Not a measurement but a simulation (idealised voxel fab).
process module | voxel plated lines
cross-section cut | 185 nm wide | cells 5 nm
A cross-section is a grid of square cells, given in bands from the top down. A band is one or more rows of cells.
Each band's line starts with the height of the band's top and of its bottom, in nm. Then come its materials from left to right, each with its width in nm. One material with "throughout" fills the band from edge to edge. "air" is empty space.
Height 0 is the level under which the wafer as received is all one material. The lowest band goes on downwards, as in "0 down".
A width such as "30 to 40" changes by the same amount from each row of cells to the next, from the band's top row to its bottom row.
"no change" after a step means that no cell of the cross-section changed.
closed voids: empty space of 8 cells or more with no open way to the top, each as width x height at its distance from the left edge, in nm
after a step's settings: what the simulator itself notes on the step
overlay nm, on a step with a mask: how far to the right of its planned place the mask lay; to the left if negative
plan
1 op RECEIVE | material Si
2 op CONFORMAL_DEP | material Al2O3 | thk nm 15
3 op DIRECTIONAL_DEP | material TiN | thk nm 5
4 op PATTERN | tone open | mask id LINES | material resist | width nm 25 | pitch nm 55 | thk nm 30 | overlay nm 0
5 op EPI | material Ru | thk nm 5
6 op EPI | material Ru | thk nm 10
7 op STRIP | etch materials resist
8 op DIRECTIONAL_ETCH | etch materials TiN | depth nm 5
9 op CONFORMAL_DEP | material SiN | thk nm 10
as received, after step 1
  0 down: Si throughout
  closed voids: none
first wafer at the end, as planned
  45 to 35: air 40 | SiN 45 | air 10 | SiN 45 | air 45
  35 to 25: air 40 | SiN 10 | Ru 25 | SiN 10 | air 10 | SiN 10 | Ru 25 | SiN 10 | air 45
  25 to 20: SiN 50 | Ru 25 | SiN 30 | Ru 25 | SiN 55
  20 to 15: SiN 50 | TiN 25 | SiN 30 | TiN 25 | SiN 55
  15 to 0: Al2O3 throughout
  0 down: Si throughout
  closed voids: none
second wafer at the end: like start, like plan, one mistake
  45 to 35: air 30 | SiN 45 | air 10 | SiN 45 | air 55
  35 to 25: air 30 | SiN 10 | Ru 25 | SiN 10 | air 10 | SiN 10 | Ru 25 | SiN 10 | air 55
  25 to 20: SiN 40 | Ru 25 | SiN 30 | Ru 25 | SiN 65
  20 to 15: SiN 40 | TiN 25 | SiN 30 | TiN 25 | SiN 65
  15 to 0: Al2O3 throughout
  0 down: Si throughout
  closed voids: none
what went wrong: step 4 ran as: op PATTERN | tone open | mask id LINES | material resist | width nm 25 | pitch nm 55 | thk nm 30 | overlay nm -10
at the end the second wafer has, in cells: as many of each material as the first, in other places
